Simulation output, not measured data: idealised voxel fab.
The process module presented herein is designated voxel spacer lines.
255 nm wide, 5 nm square cells: that's cross-section cut.
Square cells in a grid make up a cross-section in this document, and the grid is given as bands, listed from the top down, each one or more rows of cells.
The entry gives the band's vertical extent as a top height and a bottom height in nm, then its horizontal make-up as materials from left to right, each with a width in nm. "blank" stands for empty space; a single material marked "full width" fills the band edge to edge.
Heads up on the height convention: 0 is the point under which the incoming wafer is all one material, and the lowest band has no bottom, it just keeps going down, like "0 -> down".
Per-row width for "30 to 40": begins at first number (top row of band), ends at second number (bottom row), increment between rows held constant.
Where the words "nothing altered" appear for a step, the cross-section shows no cell changed by that step; every cell remained as before.
Under "Completely enclosed voids" you'll find the enclosed gaps, the ones with no way out to the top, that are 8 cells or bigger; each reads width x height at distance, with distance counted from the left edge, everything in nm.
If you see something after the settings on a step's line, that's the simulator's own remark about that step.
overlay nm: right-of-plan distance of the mask on a masked step; negative values mean left-of-plan.

## Here's what the planned process steps look like
| 1 | RECEIVE (material Si) |
| 2 | CONFORMAL_DEP (material Al2O3; thk nm 10) |
| 3 | DIRECTIONAL_DEP (material polySi; thk nm 15) |
| 4 | DIRECTIONAL_DEP (material aC; thk nm 20) |
| 5 | PATTERN (tone cover; mask id MANDREL; material resist; width nm 25; pitch nm 70; thk nm 25; overlay nm 0) |
| 6 | DIRECTIONAL_ETCH (etch materials aC; depth nm 20) |
| 7 | STRIP (etch materials resist) |
| 8 | CONFORMAL_DEP (material SiO2; thk nm 10) |
| 9 | DIRECTIONAL_ETCH (etch materials SiO2; depth nm 10) |
| 10 | STRIP (etch materials aC) |
| 11 | DIRECTIONAL_ETCH (etch materials polySi; depth nm 15) |
| 12 | STRIP (etch materials SiO2) |
| 13 | FILL_DEP (material lowk; thk nm 10) |
| 14 | CMP (height nm 25) |

## As-received state of the wafer in cross-section, equivalent to post-step 1
- 0 -> down | Si full width
- Completely enclosed voids: none

## Post-module cross-section of the first of two wafers (run per plan)
- 25 -> 10 | lowk 70, polySi 10, lowk 25, polySi 10, lowk 25, polySi 10, lowk 25, polySi 10, lowk 70
- 10 -> 0 | Al2O3 full width
- 0 -> down | Si full width
- Completely enclosed voids: none

## Cross-section of the latter of the two wafers at module completion. It had an identical start and an identical plan to the former; in running it, one mistake was made
- 25 -> 15 | Al2O3 full width
- 15 -> 0 | polySi full width
- 0 -> down | Si full width
- Completely enclosed voids: none
It is concluded that the wafer was processed incorrectly with respect to the plan, in that the executed order of steps 2 and 3 is the reverse of that specified in the plan, each step having taken the other's position
At the finish, the second wafer shows more or fewer cells for some materials than the first does: lowk -129 | polySi +129
